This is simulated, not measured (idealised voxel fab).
Module name: voxel gate over fins (process module)
Section shown: cut. Width: 195 nm. Cell size: 5 nm, square.
Reading order for cross-sections: top band down to bottom band. Underlying form: a grid of square cells. Band size: one or more rows of cells. Per band: top height and bottom height in nm, followed by the left-to-right materials and their widths in nm; "everywhere" marks a single material spanning edge to edge, "blank" marks empty space. Basically, 0 is our baseline, since under it the wafer straight out of the box is all one material. The bottom band has no lower end and keeps on going down, so it looks like "0 nm and below". Quick explanation for "30 to 40": the width changes in equal steps down the rows of cells, from the first number in the band's top row to the second number in its bottom row. Reading "same as before" for a step: not a cell of the cross-section changed in it. "Sealed internal cavities": sealed empty spaces, 8 cells or more, no open way to top, listed width x height at distance, with distance from the left edge and width, height and distance in nm. Anything after a step's settings on that line? It's the simulator's own note about the step. You can add "overlay nm" to a step's line. For a step with a mask, it describes how far the mask lay to the right of its planned position, and a negative number describes a lay to the left.

[Process steps - plan]
1. RECEIVE,material Si
2. CONFORMAL_DEP,material SiN,thk nm 5
3. DIRECTIONAL_DEP,material aC,thk nm 15
4. PATTERN,tone cover,mask id FINS,material resist,width nm 15,pitch nm 60,thk nm 30,overlay nm 0
5. DIRECTIONAL_ETCH,etch materials aC,depth nm 15
6. STRIP,etch materials resist
7. DIRECTIONAL_ETCH,etch materials SiN,depth nm 5
8. DIRECTIONAL_ETCH,etch materials Si,depth nm 30
9. STRIP,etch materials aC
10. FILL_DEP,material SiO2,thk nm 10
11. CMP,height nm 5
12. MASKED_ETCH,tone open,mask id RAIL,width nm 15,etch materials SiO2,depth nm 30,overlay nm 0
13. CONFORMAL_DEP,material TiN,thk nm 5
14. FILL_DEP,material W,thk nm 5
15. CMP,height nm 5
16. SELECTIVE_ETCH,etch materials W Ru TiN,depth nm 20
17. FILL_DEP,material SiO2,thk nm 5
18. CMP,height nm 5
19. SELECTIVE_ETCH,etch materials SiO2,depth nm 15
20. STRIP,etch materials SiN
21. CONFORMAL_DEP,material HfO2,thk nm 5
22. CONFORMAL_DEP,material TiN,thk nm 5
23. CONFORMAL_DEP,material TiAl,thk nm 5
24. CONFORMAL_DEP,material TiN,thk nm 5
25. FILL_DEP,material W,thk nm 15
26. CMP,height nm 30
27. CONFORMAL_DEP,material SiCN,thk nm 10

[Cross-section: wafer on arrival = after step 1]
* 0 nm and below: Si everywhere
* Sealed internal cavities: none

[The first of two wafers, cross-sectioned at the end of the module, with the run proceeding as planned]
* 40 nm to 30 nm: SiCN everywhere
* 30 nm to 20 nm: W everywhere
* 20 nm to 15 nm: W 10 nm | TiN 55 nm | W 5 nm | TiN 55 nm | W 5 nm | TiN 55 nm | W 10 nm
* 15 nm to 10 nm: W 10 nm | TiN 5 nm | TiAl 45 nm | TiN 5 nm | W 5 nm | TiN 5 nm | TiAl 45 nm | TiN 5 nm | W 5 nm | TiN 5 nm | TiAl 45 nm | TiN 5 nm | W 10 nm
* 10 nm to 5 nm: TiN 15 nm | TiAl 5 nm | TiN 35 nm | TiAl 5 nm | TiN 15 nm | TiAl 5 nm | TiN 35 nm | TiAl 5 nm | TiN 15 nm | TiAl 5 nm | TiN 35 nm | TiAl 5 nm | TiN 15 nm
* 5 nm to 0 nm: TiAl 20 nm | TiN 5 nm | HfO2 25 nm | TiN 5 nm | TiAl 25 nm | TiN 5 nm | HfO2 25 nm | TiN 5 nm | TiAl 25 nm | TiN 5 nm | HfO2 25 nm | TiN 5 nm | TiAl 20 nm
* 0 nm to -5 nm: TiN 25 nm | HfO2 5 nm | Si 15 nm | HfO2 5 nm | TiN 35 nm | HfO2 5 nm | Si 15 nm | HfO2 5 nm | TiN 35 nm | HfO2 5 nm | Si 15 nm | HfO2 5 nm | TiN 25 nm
* -5 nm to -10 nm: HfO2 30 nm | Si 15 nm | HfO2 45 nm | Si 15 nm | HfO2 45 nm | Si 15 nm | HfO2 30 nm
* -10 nm to -15 nm: SiO2 30 nm | Si 15 nm | SiO2 45 nm | Si 15 nm | SiO2 45 nm | Si 15 nm | SiO2 30 nm
* -15 nm to -20 nm: SiO2 30 nm | Si 15 nm | SiO2 15 nm | TiN 5 nm | W 5 nm | TiN 5 nm | SiO2 15 nm | Si 15 nm | SiO2 45 nm | Si 15 nm | SiO2 30 nm
* -20 nm to -25 nm: SiO2 30 nm | Si 15 nm | SiO2 15 nm | TiN 15 nm | SiO2 15 nm | Si 15 nm | SiO2 45 nm | Si 15 nm | SiO2 30 nm
* -25 nm to -30 nm: SiO2 30 nm | Si 15 nm | SiO2 45 nm | Si 15 nm | SiO2 45 nm | Si 15 nm | SiO2 30 nm
* -30 nm and below: Si everywhere
* Sealed internal cavities: none

[Module end: cross-section of wafer two of two. Same start and process plan as the first wafer. One mistake during execution]
* 40 nm to 30 nm: SiCN everywhere
* 30 nm to 20 nm: W everywhere
* 20 nm to 15 nm: W 10 nm | TiN 55 nm | W 5 nm | TiN 55 nm | W 5 nm | TiN 55 nm | W 10 nm
* 15 nm to 10 nm: W 10 nm | TiN 5 nm | TiAl 45 nm | TiN 5 nm | W 5 nm | TiN 5 nm | TiAl 45 nm | TiN 5 nm | W 5 nm | TiN 5 nm | TiAl 45 nm | TiN 5 nm | W 10 nm
* 10 nm to 5 nm: TiN 15 nm | TiAl 5 nm | TiN 35 nm | TiAl 5 nm | TiN 15 nm | TiAl 5 nm | TiN 35 nm | TiAl 5 nm | TiN 15 nm | TiAl 5 nm | TiN 35 nm | TiAl 5 nm | TiN 15 nm
* 5 nm to 0 nm: TiAl 20 nm | TiN 5 nm | HfO2 25 nm | TiN 5 nm | TiAl 25 nm | TiN 5 nm | HfO2 25 nm | TiN 5 nm | TiAl 25 nm | TiN 5 nm | HfO2 25 nm | TiN 5 nm | TiAl 20 nm
* 0 nm to -5 nm: TiN 25 nm | HfO2 5 nm | Si 15 nm | HfO2 5 nm | TiN 35 nm | HfO2 5 nm | Si 15 nm | HfO2 5 nm | TiN 35 nm | HfO2 5 nm | Si 15 nm | HfO2 5 nm | TiN 25 nm
* -5 nm to -10 nm: HfO2 30 nm | Si 15 nm | HfO2 45 nm | Si 15 nm | HfO2 45 nm | Si 15 nm | HfO2 30 nm
* -10 nm to -15 nm: SiO2 30 nm | Si 15 nm | SiO2 45 nm | Si 15 nm | SiO2 45 nm | Si 15 nm | SiO2 30 nm
* -15 nm to -20 nm: SiO2 30 nm | Si 15 nm | SiO2 15 nm | TiN 5 nm | W 10 nm | TiN 5 nm | SiO2 10 nm | Si 15 nm | SiO2 45 nm | Si 15 nm | SiO2 30 nm
* -20 nm to -25 nm: SiO2 30 nm | Si 15 nm | SiO2 15 nm | TiN 20 nm | SiO2 10 nm | Si 15 nm | SiO2 45 nm | Si 15 nm | SiO2 30 nm
* -25 nm to -30 nm: SiO2 30 nm | Si 15 nm | SiO2 45 nm | Si 15 nm | SiO2 45 nm | Si 15 nm | SiO2 30 nm
* -30 nm and below: Si everywhere
* Sealed internal cavities: none
Processing error: in deviation from the planned setting, step 12 was conducted as MASKED_ETCH,tone open,mask id RAIL,width nm 20,etch materials SiO2,depth nm 30,overlay nm 0
Wafer comparison, final, in cells, second relative to first, materials more or fewer: -2 SiO2; +1 TiN; +1 W
